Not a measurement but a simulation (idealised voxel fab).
Process module heading - voxel self aligned contacts
The width of the displayed cross-section, cut, is 290 nm; its cells are square, with a size of 5 nm.
Reading order for cross-sections: top band down to bottom band. Underlying form: a grid of square cells. Band size: one or more rows of cells. Each band's line starts with the height of the band's top and of its bottom, in nm. Then come its materials from left to right, each with its width in nm. One material with "edge to edge" fills the band from edge to edge. "air" is empty space. Height reference: 0 = level under which incoming wafer is all one material. Lowest band: no bottom, runs on downward, e.g. "0..down". Graded width ("30..40"): value in top row of band = first number; value in bottom row = second number; row-to-row change constant. "no modifications" -> step changed no cross-section cell. Each empty space that has no open way to the top and spans at least 8 cells appears under "Sealed internal cavities" as width x height at distance, the distance counted from the left edge, all in nm. Note: text after step settings on the step line = simulator remark on that step. Each step line may optionally specify "overlay nm", which for a step with a mask gives the rightward distance between the mask's planned place and where it lay, a negative value indicating the leftward direction.
## Here's what the planned process steps look like
| 1 | RECEIVE, material Si |
| 2 | OXIDIZE, depth nm 5 |
| 3 | DIRECTIONAL_DEP, material polySi, thk nm 25 |
| 4 | DIRECTIONAL_DEP, material SiN, thk nm 20 |
| 5 | DIRECTIONAL_DEP, material aC, thk nm 15 |
| 6 | PATTERN, tone cover, mask id GATE, material resist, width nm 25, pitch nm 70, thk nm 30, overlay nm 0 |
| 7 | DIRECTIONAL_ETCH, etch materials aC, depth nm 15 |
| 8 | STRIP, etch materials resist |
| 9 | DIRECTIONAL_ETCH, etch materials SiN, depth nm 20 |
| 10 | DIRECTIONAL_ETCH, etch materials polySi, depth nm 25 |
| 11 | STRIP, etch materials aC |
| 12 | CONFORMAL_DEP, material SiN, thk nm 10 |
| 13 | DIRECTIONAL_ETCH, etch materials SiN, depth nm 10 |
| 14 | FILL_DEP, material SiO2, thk nm 20 |
| 15 | CMP, height nm 55 |
| 16 | MASKED_ETCH, tone open, mask id CONTACT, width nm 55, etch materials SiO2, depth nm 60, overlay nm 0 |
| 17 | CONFORMAL_DEP, material TiN, thk nm 5 |
| 18 | FILL_DEP, material W, thk nm 10 |
| 19 | CMP, height nm 55 |
| 20 | CONFORMAL_DEP, material SiN, thk nm 5 |
## Cross-sectional view of the wafer in its as-received condition, corresponding to the state after step 1
	0..down: Si edge to edge
	Sealed internal cavities: none
## Module complete, cross-section. Starting point and plan per above. One mistake made in running the module
	60..55: SiN edge to edge
	55..45: SiO2 (110) / TiN (5..25) / W (45..15) / TiN (5..15) / SiO2 (125)
	45..25: SiO2 (85) / SiN (45) / TiN (5) / W (15) / TiN (5) / SiN (45) / SiO2 (90)
	25..0: SiO2 (85) / SiN (10) / polySi (25) / SiN (10) / TiN (5) / W (15) / TiN (5) / SiN (10) / polySi (25) / SiN (10) / SiO2 (90)
	0..-5: SiO2 (130) / TiN (25) / SiO2 (135)
	-5..down: Si edge to edge
	Sealed internal cavities: none
So what did we get wrong on this run? off-plan run, step 16, actual operation and settings MASKED_ETCH, tone open, mask id CONTACT, width nm 55, etch materials SiO2, depth nm 60, overlay nm -5
